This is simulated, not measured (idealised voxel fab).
This is a process module. Its name is voxel capacitor over wiring.
FYI the section here is cut, 175 nm wide, cells are 5 nm squares.
In what follows, cross-sections appear as grids of square cells, described through bands that run from the top down, where every band is one or more rows of cells.
Band entry format. Leading values: height of top, height of bottom, nm. Remainder: materials in left-to-right order, each with its width in nm. Special words: "throughout" on a single material, which then fills the band edge to edge; "air", empty space.
The reference from which all heights are counted is 0, the level beneath which the as-received wafer is entirely one material; the lowest band, having no lower bound, proceeds downward and is written after the example "0..down".
Think of "30..40" as a width that walks from the first number to the second as you go down the band, top row to bottom row, taking equal-sized steps from row to row.
Given "no modification" for a step, no cell of the cross-section differs between before and after that step.
Any empty space of 8 cells or more lacking an open way to the top shows up in "Voids, fully enclosed" as width x height at distance, distance from the left edge, in nm.
after a step's settings: what the simulator itself notes on the step
Each step line may optionally specify "overlay nm", which for a step with a mask gives the rightward distance between the mask's planned place and where it lay, a negative value indicating the leftward direction.

# Listed below are the process steps as planned
step 1: RECEIVE (material Si)
step 2: CONFORMAL_DEP (material SiO2; thk nm 10)
step 3: DIRECTIONAL_DEP (material TiN; thk nm 5)
step 4: DIRECTIONAL_DEP (material W; thk nm 20)
step 5: DIRECTIONAL_DEP (material aC; thk nm 10)
step 6: PATTERN (tone cover; mask id METAL_1; material resist; width nm 30; pitch nm 80; thk nm 25; overlay nm 0)
step 7: DIRECTIONAL_ETCH (etch materials aC; depth nm 10)
step 8: STRIP (etch materials resist)
step 9: DIRECTIONAL_ETCH (etch materials W; depth nm 20)
step 10: DIRECTIONAL_ETCH (etch materials TiN; depth nm 5)
step 11: STRIP (etch materials aC)
step 12: CONFORMAL_DEP (material SiCN; thk nm 5)
step 13: FILL_DEP (material lowk; thk nm 10)
step 14: CMP (height nm 35)
step 15: CONFORMAL_DEP (material SiCN; thk nm 5)
step 16: DIRECTIONAL_DEP (material lowk; thk nm 10)
step 17: PATTERN (tone open; mask id PLUG_1; material resist; width nm 15; thk nm 15; overlay nm 0)
step 18: DIRECTIONAL_ETCH (etch materials lowk; depth nm 10)
step 19: DIRECTIONAL_ETCH (etch materials SiCN; depth nm 5)
step 20: STRIP (etch materials resist)
step 21: EPI (material Ru; thk nm 10)
step 22: EPI (material Ru; thk nm 5)
step 23: DIRECTIONAL_DEP (material TiN; thk nm 10)
step 24: DIRECTIONAL_DEP (material SiN; thk nm 5)
step 25: DIRECTIONAL_DEP (material TiN; thk nm 10)
step 26: PATTERN (tone cover; mask id UPPER_PLATE; material resist; width nm 55; thk nm 15; overlay nm 0)
step 27: DIRECTIONAL_ETCH (etch materials TiN; depth nm 10)
step 28: DIRECTIONAL_ETCH (etch materials SiN; depth nm 5)
step 29: STRIP (etch materials resist)
step 30: MASKED_ETCH (tone cover; mask id LOWER_PLATE; width nm 65; etch materials TiN; depth nm 10; overlay nm 0)
step 31: FILL_DEP (material SiO2; thk nm 20)
step 32: CMP (height nm 90)
step 33: PATTERN (tone open; mask id PLUG_2; material resist; width nm 15; thk nm 15; overlay nm 0)
step 34: DIRECTIONAL_ETCH (etch materials SiO2; depth nm 15)
step 35: STRIP (etch materials resist)
step 36: CONFORMAL_DEP (material TiN; thk nm 5)
step 37: FILL_DEP (material Ru; thk nm 10)
step 38: CMP (height nm 90)
step 39: CONFORMAL_DEP (material SiCN; thk nm 5)

# So, the first of our two wafers, run just as we planned it

# Cross-section of the incoming wafer, state after step 1
- 0..down: Si throughout
- Voids, fully enclosed: none

# State of the wafer after step 2, shown in cross-section
- 10..0: SiO2 throughout
- Anything lower than 0 is untouched.

# State of the wafer after step 3, shown in cross-section
- 15..10: TiN throughout
- Anything lower than 10 is untouched.

# State of the wafer after step 4, shown in cross-section
- 35..15: W throughout
- Anything lower than 15 is untouched.

# State of the wafer after step 5, shown in cross-section
- 45..35: aC throughout
- Anything lower than 35 is untouched.

# State of the wafer after step 6, shown in cross-section
- 70..45: 30 air; 30 resist; 50 air; 30 resist; 35 air
- Anything lower than 45 is untouched.

# State of the wafer after step 7, shown in cross-section
- 60..45: 30 air; 30 resist; 50 air; 30 resist; 35 air
- 45..35: 30 air; 30 aC; 50 air; 30 aC; 35 air
- Anything lower than 35 is untouched.

# State of the wafer after step 8, shown in cross-section
- 45..35: 30 air; 30 aC; 50 air; 30 aC; 35 air
- Anything lower than 35 is untouched.

# State of the wafer after step 9, shown in cross-section
- 45..35: 30 air; 30 aC; 50 air; 30 aC; 35 air
- 35..15: 30 air; 30 W; 50 air; 30 W; 35 air
- Anything lower than 15 is untouched.

# State of the wafer after step 10, shown in cross-section
- 45..35: 30 air; 30 aC; 50 air; 30 aC; 35 air
- 35..15: 30 air; 30 W; 50 air; 30 W; 35 air
- 15..10: 30 air; 30 TiN; 50 air; 30 TiN; 35 air
- Anything lower than 10 is untouched.

# State of the wafer after step 11, shown in cross-section
- 35..15: 30 air; 30 W; 50 air; 30 W; 35 air
- Anything lower than 15 is untouched.

# State of the wafer after step 12, shown in cross-section
- 40..35: 25 air; 40 SiCN; 40 air; 40 SiCN; 30 air
- 35..15: 25 air; 5 SiCN; 30 W; 5 SiCN; 40 air; 5 SiCN; 30 W; 5 SiCN; 30 air
- 15..10: 30 SiCN; 30 TiN; 50 SiCN; 30 TiN; 35 SiCN
- Anything lower than 10 is untouched.

# State of the wafer after step 13, shown in cross-section
- 50..40: lowk throughout
- 40..35: 25 lowk; 40 SiCN; 40 lowk; 40 SiCN; 30 lowk
- 35..15: 25 lowk; 5 SiCN; 30 W; 5 SiCN; 40 lowk; 5 SiCN; 30 W; 5 SiCN; 30 lowk
- Anything lower than 15 is untouched.

# State of the wafer after step 14, shown in cross-section
- 35..15: 25 lowk; 5 SiCN; 30 W; 5 SiCN; 40 lowk; 5 SiCN; 30 W; 5 SiCN; 30 lowk
- Anything lower than 15 is untouched.

# State of the wafer after step 15, shown in cross-section
- 40..35: SiCN throughout
- Anything lower than 35 is untouched.

# State of the wafer after step 16, shown in cross-section
- 50..40: lowk throughout
- Anything lower than 40 is untouched.

# State of the wafer after step 17, shown in cross-section
- 65..50: 45 resist; 15 air; 115 resist
- Anything lower than 50 is untouched.

# State of the wafer after step 18, shown in cross-section
- 65..50: 45 resist; 15 air; 115 resist
- 50..40: 45 lowk; 15 air; 115 lowk
- Anything lower than 40 is untouched.

# State of the wafer after step 19, shown in cross-section
- 65..50: 45 resist; 15 air; 115 resist
- 50..40: 45 lowk; 15 air; 115 lowk
- 40..35: 45 SiCN; 15 air; 115 SiCN
- Anything lower than 35 is untouched.

# State of the wafer after step 20, shown in cross-section
- 50..40: 45 lowk; 15 air; 115 lowk
- Anything lower than 40 is untouched.

# State of the wafer after step 21, shown in cross-section
- 50..45: 45 lowk; 15 air; 115 lowk
- 45..40: 45 lowk; 15 Ru; 115 lowk
- 40..35: 45 SiCN; 15 Ru; 115 SiCN
- Anything lower than 35 is untouched.

# State of the wafer after step 22, shown in cross-section
- 50..40: 45 lowk; 15 Ru; 115 lowk
- Anything lower than 40 is untouched.

# State of the wafer after step 23, shown in cross-section
- 60..50: TiN throughout
- Anything lower than 50 is untouched.

# State of the wafer after step 24, shown in cross-section
- 65..60: SiN throughout
- Anything lower than 60 is untouched.

# State of the wafer after step 25, shown in cross-section
- 75..65: TiN throughout
- Anything lower than 65 is untouched.

# State of the wafer after step 26, shown in cross-section
- 90..75: 45 air; 55 resist; 75 air
- Anything lower than 75 is untouched.

# State of the wafer after step 27, shown in cross-section
- 90..75: 45 air; 55 resist; 75 air
- 75..65: 45 air; 55 TiN; 75 air
- Anything lower than 65 is untouched.

# State of the wafer after step 28, shown in cross-section
- 90..75: 45 air; 55 resist; 75 air
- 75..65: 45 air; 55 TiN; 75 air
- 65..60: 45 air; 55 SiN; 75 air
- Anything lower than 60 is untouched.

# State of the wafer after step 29, shown in cross-section
- 75..65: 45 air; 55 TiN; 75 air
- Anything lower than 65 is untouched.

# State of the wafer after step 30, shown in cross-section
- 75..65: 45 air; 55 TiN; 75 air
- 65..60: 45 air; 55 SiN; 75 air
- 60..50: 40 air; 65 TiN; 70 air
- Anything lower than 50 is untouched.

# State of the wafer after step 31, shown in cross-section
- 95..75: SiO2 throughout
- 75..65: 45 SiO2; 55 TiN; 75 SiO2
- 65..60: 45 SiO2; 55 SiN; 75 SiO2
- 60..50: 40 SiO2; 65 TiN; 70 SiO2
- Anything lower than 50 is untouched.

# State of the wafer after step 32, shown in cross-section
- 90..75: SiO2 throughout
- Anything lower than 75 is untouched.

# State of the wafer after step 33, shown in cross-section
- 105..90: 55 resist; 15 air; 105 resist
- Anything lower than 90 is untouched.

# State of the wafer after step 34, shown in cross-section
- 105..90: 55 resist; 15 air; 105 resist
- 90..75: 55 SiO2; 15 air; 105 SiO2
- Anything lower than 75 is untouched.

# State of the wafer after step 35, shown in cross-section
- 90..75: 55 SiO2; 15 air; 105 SiO2
- Anything lower than 75 is untouched.

# State of the wafer after step 36, shown in cross-section
- 95..90: 60 TiN; 5 air; 110 TiN
- 90..80: 55 SiO2; 5 TiN; 5 air; 5 TiN; 105 SiO2
- 80..75: 55 SiO2; 15 TiN; 105 SiO2
- Anything lower than 75 is untouched.

# State of the wafer after step 37, shown in cross-section
- 105..95: Ru throughout
- 95..90: 60 TiN; 5 Ru; 110 TiN
- 90..80: 55 SiO2; 5 TiN; 5 Ru; 5 TiN; 105 SiO2
- Anything lower than 80 is untouched.

# State of the wafer after step 38, shown in cross-section
- 90..80: 55 SiO2; 5 TiN; 5 Ru; 5 TiN; 105 SiO2
- Anything lower than 80 is untouched.

# State of the wafer after step 39, shown in cross-section
- 95..90: SiCN throughout
- Anything lower than 90 is untouched.

# It is to be noted that the second wafer proceeded from the same initial state and according to the same plan as the first, although one mistake was committed in its execution; through step 12, inclusive, the two wafers share an identical history

# Cross-section of the second wafer at the time by which step 13 should have been completed according to the plan
- 50..35: SiCN throughout
- 35..15: 30 SiCN; 30 W; 50 SiCN; 30 W; 35 SiCN
- Anything lower than 15 is untouched.

# Cross-section of the second wafer at the time by which step 14 should have been completed according to the plan
- 35..15: 30 SiCN; 30 W; 50 SiCN; 30 W; 35 SiCN
- Anything lower than 15 is untouched.

# Cross-section of the second wafer at the time by which step 15 should have been completed according to the plan
- 40..35: SiCN throughout
- Anything lower than 35 is untouched.

# Cross-section of the second wafer at the time by which step 16 should have been completed according to the plan
- 50..40: lowk throughout
- Anything lower than 40 is untouched.

# Cross-section of the second wafer at the time by which step 17 should have been completed according to the plan
- 65..50: 45 resist; 15 air; 115 resist
- Anything lower than 50 is untouched.

# Cross-section of the second wafer at the time by which step 18 should have been completed according to the plan
- 65..50: 45 resist; 15 air; 115 resist
- 50..40: 45 lowk; 15 air; 115 lowk
- Anything lower than 40 is untouched.

# Cross-section of the second wafer at the time by which step 19 should have been completed according to the plan
- 65..50: 45 resist; 15 air; 115 resist
- 50..40: 45 lowk; 15 air; 115 lowk
- 40..35: 45 SiCN; 15 air; 115 SiCN
- Anything lower than 35 is untouched.

# Cross-section of the second wafer at the time by which step 20 should have been completed according to the plan
- 50..40: 45 lowk; 15 air; 115 lowk
- Anything lower than 40 is untouched.

# Cross-section of the second wafer at the time by which step 21 should have been completed according to the plan
- 50..45: 45 lowk; 15 air; 115 lowk
- 45..40: 45 lowk; 15 Ru; 115 lowk
- 40..35: 45 SiCN; 15 Ru; 115 SiCN
- Anything lower than 35 is untouched.

# Cross-section of the second wafer at the time by which step 22 should have been completed according to the plan
- 50..40: 45 lowk; 15 Ru; 115 lowk
- Anything lower than 40 is untouched.

# Cross-section of the second wafer at the time by which step 23 should have been completed according to the plan
- 60..50: TiN throughout
- Anything lower than 50 is untouched.

# Cross-section of the second wafer at the time by which step 24 should have been completed according to the plan
- 65..60: SiN throughout
- Anything lower than 60 is untouched.

# Cross-section of the second wafer at the time by which step 25 should have been completed according to the plan
- 75..65: TiN throughout
- Anything lower than 65 is untouched.

# Cross-section of the second wafer at the time by which step 26 should have been completed according to the plan
- 90..75: 45 air; 55 resist; 75 air
- Anything lower than 75 is untouched.

# Cross-section of the second wafer at the time by which step 27 should have been completed according to the plan
- 90..75: 45 air; 55 resist; 75 air
- 75..65: 45 air; 55 TiN; 75 air
- Anything lower than 65 is untouched.

# Cross-section of the second wafer at the time by which step 28 should have been completed according to the plan
- 90..75: 45 air; 55 resist; 75 air
- 75..65: 45 air; 55 TiN; 75 air
- 65..60: 45 air; 55 SiN; 75 air
- Anything lower than 60 is untouched.

# Cross-section of the second wafer at the time by which step 29 should have been completed according to the plan
- 75..65: 45 air; 55 TiN; 75 air
- Anything lower than 65 is untouched.

# Cross-section of the second wafer at the time by which step 30 should have been completed according to the plan
- 75..65: 45 air; 55 TiN; 75 air
- 65..60: 45 air; 55 SiN; 75 air
- 60..50: 40 air; 65 TiN; 70 air
- Anything lower than 50 is untouched.

# Cross-section of the second wafer at the time by which step 31 should have been completed according to the plan
- 95..75: SiO2 throughout
- 75..65: 45 SiO2; 55 TiN; 75 SiO2
- 65..60: 45 SiO2; 55 SiN; 75 SiO2
- 60..50: 40 SiO2; 65 TiN; 70 SiO2
- Anything lower than 50 is untouched.

# Cross-section of the second wafer at the time by which step 32 should have been completed according to the plan
- 90..75: SiO2 throughout
- Anything lower than 75 is untouched.

# Cross-section of the second wafer at the time by which step 33 should have been completed according to the plan
- 105..90: 55 resist; 15 air; 105 resist
- Anything lower than 90 is untouched.

# Cross-section of the second wafer at the time by which step 34 should have been completed according to the plan
- 105..90: 55 resist; 15 air; 105 resist
- 90..75: 55 SiO2; 15 air; 105 SiO2
- Anything lower than 75 is untouched.

# Cross-section of the second wafer at the time by which step 35 should have been completed according to the plan
- 90..75: 55 SiO2; 15 air; 105 SiO2
- Anything lower than 75 is untouched.

# Cross-section of the second wafer at the time by which step 36 should have been completed according to the plan
- 95..90: 60 TiN; 5 air; 110 TiN
- 90..80: 55 SiO2; 5 TiN; 5 air; 5 TiN; 105 SiO2
- 80..75: 55 SiO2; 15 TiN; 105 SiO2
- Anything lower than 75 is untouched.

# Cross-section of the second wafer at the time by which step 37 should have been completed according to the plan
- 105..95: Ru throughout
- 95..90: 60 TiN; 5 Ru; 110 TiN
- 90..80: 55 SiO2; 5 TiN; 5 Ru; 5 TiN; 105 SiO2
- Anything lower than 80 is untouched.

# Cross-section of the second wafer at the time by which step 38 should have been completed according to the plan
- 90..80: 55 SiO2; 5 TiN; 5 Ru; 5 TiN; 105 SiO2
- Anything lower than 80 is untouched.

# Cross-section of the second wafer at the time by which step 39 should have been completed according to the plan
- 95..90: SiCN throughout
- Anything lower than 90 is untouched.
Against the plan, the run slipped here: heads up, step 13 didn't go per plan, it actually ran as FILL_DEP (material SiCN; thk nm 10)
Once processing is complete, comparing cell counts shows that the second wafer has more or fewer of certain materials than the first: 76 more of SiCN; 76 fewer of lowk
